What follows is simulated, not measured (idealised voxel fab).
This is a process module. Its name is voxel fin reveal.
For reference, the cross-section in this document is cut, with width 230 nm and square cells of 5 nm.
How to read a cross-section here: the picture is a grid of square cells, written as bands going from the top down, and any band can span one or more rows of cells. First you get the band's top height and its bottom height, in nm, and then the materials it's made of, left to right, with each width in nm. If you see a single material with "edge to edge", that one covers the band edge to edge. "air" is empty space. Height is counted from the level 0, under which the received wafer is composed throughout of one material. The lowest of the bands is not closed at the bottom but continues downward, in the notation "0 -> down". Width "30->40": first value at the band's top row of cells, second value at its bottom row, equal change from row to row. Basically "nothing altered" means that step didn't change any cell in the cross-section. The list in "Entrapped void list" covers empty spaces of 8 cells or more that cannot reach the top through any open way, and it gives each as width x height at distance; the distance is from the left edge, and width, height and distance are in nm. Where a step's line continues beyond its settings, the continuation is a remark by the simulator itself on that step. overlay nm: step with mask; distance mask lay right of planned place; negative value = left of planned place.
# Intended process steps
1. RECEIVE [material Si]
2. CONFORMAL_DEP [material SiN] [thk nm 5]
3. DIRECTIONAL_DEP [material aC] [thk nm 15]
4. PATTERN [tone cover] [mask id FINS] [material resist] [width nm 15] [pitch nm 35] [thk nm 35] [overlay nm 0]
5. DIRECTIONAL_ETCH [etch materials aC] [depth nm 15]
6. STRIP [etch materials resist]
7. DIRECTIONAL_ETCH [etch materials SiN] [depth nm 5]
8. DIRECTIONAL_ETCH [etch materials Si] [depth nm 30]
9. STRIP [etch materials aC]
10. FILL_DEP [material SiO2] [thk nm 10]
11. CMP [height nm 5]
12. SELECTIVE_ETCH [etch materials SiO2] [depth nm 25]
13. STRIP [etch materials SiN]
14. CONFORMAL_DEP [material HfO2] [thk nm 5]
# Below: the first of two wafers, run as planned
# Shown in cross-section is the wafer as received, that is, as it stands after step 1
    0 -> down  Si edge to edge
    Entrapped void list: none
# Once step 2 is through, the wafer looks like this in cross-section
    5 -> 0  SiN edge to edge
    At heights below 0, the structure remains unaltered.
# Once step 3 is through, the wafer looks like this in cross-section
    20 -> 5  aC edge to edge
    At heights below 5, the structure remains unaltered.
# Once step 4 is through, the wafer looks like this in cross-section
    55 -> 20  air (70), resist (15), air (20), resist (15), air (20), resist (15), air (75)
    At heights below 20, the structure remains unaltered.
# Once step 5 is through, the wafer looks like this in cross-section
    40 -> 20  air (70), resist (15), air (20), resist (15), air (20), resist (15), air (75)
    20 -> 5  air (70), aC (15), air (20), aC (15), air (20), aC (15), air (75)
    At heights below 5, the structure remains unaltered.
# Once step 6 is through, the wafer looks like this in cross-section
    20 -> 5  air (70), aC (15), air (20), aC (15), air (20), aC (15), air (75)
    At heights below 5, the structure remains unaltered.
# Once step 7 is through, the wafer looks like this in cross-section
    20 -> 5  air (70), aC (15), air (20), aC (15), air (20), aC (15), air (75)
    5 -> 0  air (70), SiN (15), air (20), SiN (15), air (20), SiN (15), air (75)
    At heights below 0, the structure remains unaltered.
# Once step 8 is through, the wafer looks like this in cross-section
    20 -> 5  air (70), aC (15), air (20), aC (15), air (20), aC (15), air (75)
    5 -> 0  air (70), SiN (15), air (20), SiN (15), air (20), SiN (15), air (75)
    0 -> -30  air (70), Si (15), air (20), Si (15), air (20), Si (15), air (75)
    At heights below -30, the structure remains unaltered.
# Once step 9 is through, the wafer looks like this in cross-section
    5 -> 0  air (70), SiN (15), air (20), SiN (15), air (20), SiN (15), air (75)
    At heights below 0, the structure remains unaltered.
# Once step 10 is through, the wafer looks like this in cross-section
    15 -> 5  SiO2 edge to edge
    5 -> 0  SiO2 (70), SiN (15), SiO2 (20), SiN (15), SiO2 (20), SiN (15), SiO2 (75)
    0 -> -30  SiO2 (70), Si (15), SiO2 (20), Si (15), SiO2 (20), Si (15), SiO2 (75)
    At heights below -30, the structure remains unaltered.
# Once step 11 is through, the wafer looks like this in cross-section
    5 -> 0  SiO2 (70), SiN (15), SiO2 (20), SiN (15), SiO2 (20), SiN (15), SiO2 (75)
    At heights below 0, the structure remains unaltered.
# Once step 12 is through, the wafer looks like this in cross-section
    5 -> 0  air (70), SiN (15), air (20), SiN (15), air (20), SiN (15), air (75)
    0 -> -20  air (70), Si (15), air (20), Si (15), air (20), Si (15), air (75)
    At heights below -20, the structure remains unaltered.
# Once step 13 is through, the wafer looks like this in cross-section
    0 -> -20  air (70), Si (15), air (20), Si (15), air (20), Si (15), air (75)
    At heights below -20, the structure remains unaltered.
# Once step 14 is through, the wafer looks like this in cross-section
    5 -> 0  air (65), HfO2 (25), air (10), HfO2 (25), air (10), HfO2 (25), air (70)
    0 -> -15  air (65), HfO2 (5), Si (15), HfO2 (5), air (10), HfO2 (5), Si (15), HfO2 (5), air (10), HfO2 (5), Si (15), HfO2 (5), air (70)
    -15 -> -20  HfO2 (70), Si (15), HfO2 (20), Si (15), HfO2 (20), Si (15), HfO2 (75)
    At heights below -20, the structure remains unaltered.
# Second wafer, same starting conditions and recipe as the first, one mistake in executing it, nothing differs from the first up to and including step 9
# Here is the second wafer in cross-section at the point where step 10 of the plan should have been done
    15 -> 5  HfO2 edge to edge
    5 -> 0  HfO2 (70), SiN (15), HfO2 (20), SiN (15), HfO2 (20), SiN (15), HfO2 (75)
    0 -> -30  HfO2 (70), Si (15), HfO2 (20), Si (15), HfO2 (20), Si (15), HfO2 (75)
    At heights below -30, the structure remains unaltered.
# Here is the second wafer in cross-section at the point where step 11 of the plan should have been done
    5 -> 0  HfO2 (70), SiN (15), HfO2 (20), SiN (15), HfO2 (20), SiN (15), HfO2 (75)
    At heights below 0, the structure remains unaltered.
Here is the second wafer in cross-section at the point where step 12 of the plan should have been done: nothing altered
# Here is the second wafer in cross-section at the point where step 13 of the plan should have been done
    5 -> 0  HfO2 (70), air (15), HfO2 (20), air (15), HfO2 (20), air (15), HfO2 (75)
    At heights below 0, the structure remains unaltered.
# Here is the second wafer in cross-section at the point where step 14 of the plan should have been done
    10 -> 5  HfO2 (75), air (5), HfO2 (30), air (5), HfO2 (30), air (5), HfO2 (80)
    5 -> 0  HfO2 edge to edge
    At heights below 0, the structure remains unaltered.
Want to know what went wrong? step 10 was run on a setting that differed from the plan, and what really ran there is FILL_DEP [material HfO2] [thk nm 10]
In the final state, the cell counts of the second wafer exceed or fall short of those of the first for the following materials: HfO2: 241 more; SiO2: 74 fewer
